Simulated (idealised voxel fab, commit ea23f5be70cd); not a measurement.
Proc. module: voxel gate over fins
FYI the section here is cut, 280 nm wide, cells are 5 nm squares.
A cross-section is written here as square cells arranged in a grid, and it is given in bands from the top down, each band taking up one or more rows of cells. The entry gives the band's vertical extent as a top height and a bottom height in nm, then its horizontal make-up as materials from left to right, each with a width in nm. "air" stands for empty space; a single material marked "everywhere" fills the band edge to edge. All heights in this document are referenced to 0, defined as the level beneath which the wafer, as received, consists entirely of one material. The lowest band is not bounded below; it extends indefinitely downward and is written in the form "0 nm and below". Width: "30 to 40" (first number = top row, second number = bottom row, same change from row to row of cells). It should be understood that the words "no modification", when stated for a given step, signify that the cross-section underwent no change in any of its cells during that step. Empty spaces without an open route to the top, at least 8 cells in extent, make up the entry "Enclosed cavity list"; each is given as width x height at distance, where the distance is measured from the left edge, and all are in nm. On a step's line, text after the settings is the simulator commenting on that step. When a step includes a mask, the "overlay nm" setting on its line states how far to the right of its planned place that mask lay, and negative values state how far to the left.
### Listed below are the process steps as planned
1,RECEIVE | material Si
2,CONFORMAL_DEP | material SiN | thk nm 10
3,DIRECTIONAL_DEP | material aC | thk nm 10
4,PATTERN | tone cover | mask id FINS | material resist | width nm 15 | pitch nm 60 | thk nm 25 | overlay nm 0
5,DIRECTIONAL_ETCH | etch materials aC | depth nm 10
6,STRIP | etch materials resist
7,DIRECTIONAL_ETCH | etch materials SiN | depth nm 10
8,DIRECTIONAL_ETCH | etch materials Si | depth nm 30
9,STRIP | etch materials aC
10,OXIDIZE | depth nm 5
11,FILL_DEP | material SiO2 | thk nm 5
12,CMP | height nm 10
13,PATTERN | tone open | mask id RAIL | material resist | width nm 15 | thk nm 20 | overlay nm 0
14,DIRECTIONAL_ETCH | etch materials SiO2 | depth nm 35
15,STRIP | etch materials resist
16,CONFORMAL_DEP | material TiN | thk nm 5
17,FILL_DEP | material W | thk nm 10
18,CMP | height nm 10
19,SELECTIVE_ETCH | etch materials W Ru TiN | depth nm 30
20,FILL_DEP | material SiO2 | thk nm 5
21,CMP | height nm 10
22,SELECTIVE_ETCH | etch materials SiO2 | depth nm 25
23,STRIP | etch materials SiN
24,CONFORMAL_DEP | material HfO2 | thk nm 5
25,CONFORMAL_DEP | material TiN | thk nm 5
26,FILL_DEP | material W | thk nm 15
27,CMP | height nm 20
28,CONFORMAL_DEP | material SiCN | thk nm 10
### Cross-section, incoming material, after step 1
- 0 nm and below  Si everywhere
- Enclosed cavity list: none
### Result of the module, cross-sectioned: start per above, plan per above, one error in how it was run
- 30 nm to 20 nm  SiCN everywhere
- 20 nm to 10 nm  W everywhere
- 10 nm to 5 nm  W=65, then TiN=25, then W=35, then TiN=25, then W=35, then TiN=25, then W=70
- 5 nm to 0 nm  W=65, then TiN=5, then HfO2=15, then TiN=45, then HfO2=15, then TiN=5, then W=35, then TiN=5, then HfO2=15, then TiN=5, then W=70
- 0 nm to -5 nm  W=65, then TiN=5, then HfO2=5, then Si=5, then HfO2=5, then TiN=10, then HfO2=25, then TiN=10, then HfO2=5, then Si=5, then HfO2=5, then TiN=5, then W=35, then TiN=5, then HfO2=5, then Si=5, then HfO2=5, then TiN=5, then W=70
- -5 nm to -10 nm  TiN=70, then HfO2=5, then Si=5, then HfO2=5, then TiN=10, then HfO2=5, then TiN=5, then W=5, then TiN=5, then HfO2=5, then TiN=10, then HfO2=5, then Si=5, then HfO2=5, then TiN=45, then HfO2=5, then Si=5, then HfO2=5, then TiN=75
- -10 nm to -15 nm  HfO2=75, then Si=5, then HfO2=20, then TiN=5, then W=5, then TiN=5, then HfO2=20, then Si=5, then HfO2=55, then Si=5, then HfO2=80
- -15 nm to -20 nm  SiO2=75, then Si=5, then SiO2=20, then TiN=5, then W=5, then TiN=5, then SiO2=20, then Si=5, then SiO2=55, then Si=5, then SiO2=80
- -20 nm to -25 nm  SiO2=75, then Si=5, then SiO2=20, then TiN=15, then SiO2=20, then Si=5, then SiO2=55, then Si=5, then SiO2=80
- -25 nm to -35 nm  SiO2=75, then Si=5, then SiO2=55, then Si=5, then SiO2=55, then Si=5, then SiO2=80
- -35 nm and below  Si everywhere
- Enclosed cavity list: none
Short version of what went wrong: step 18 of the plan was jumped over and never run
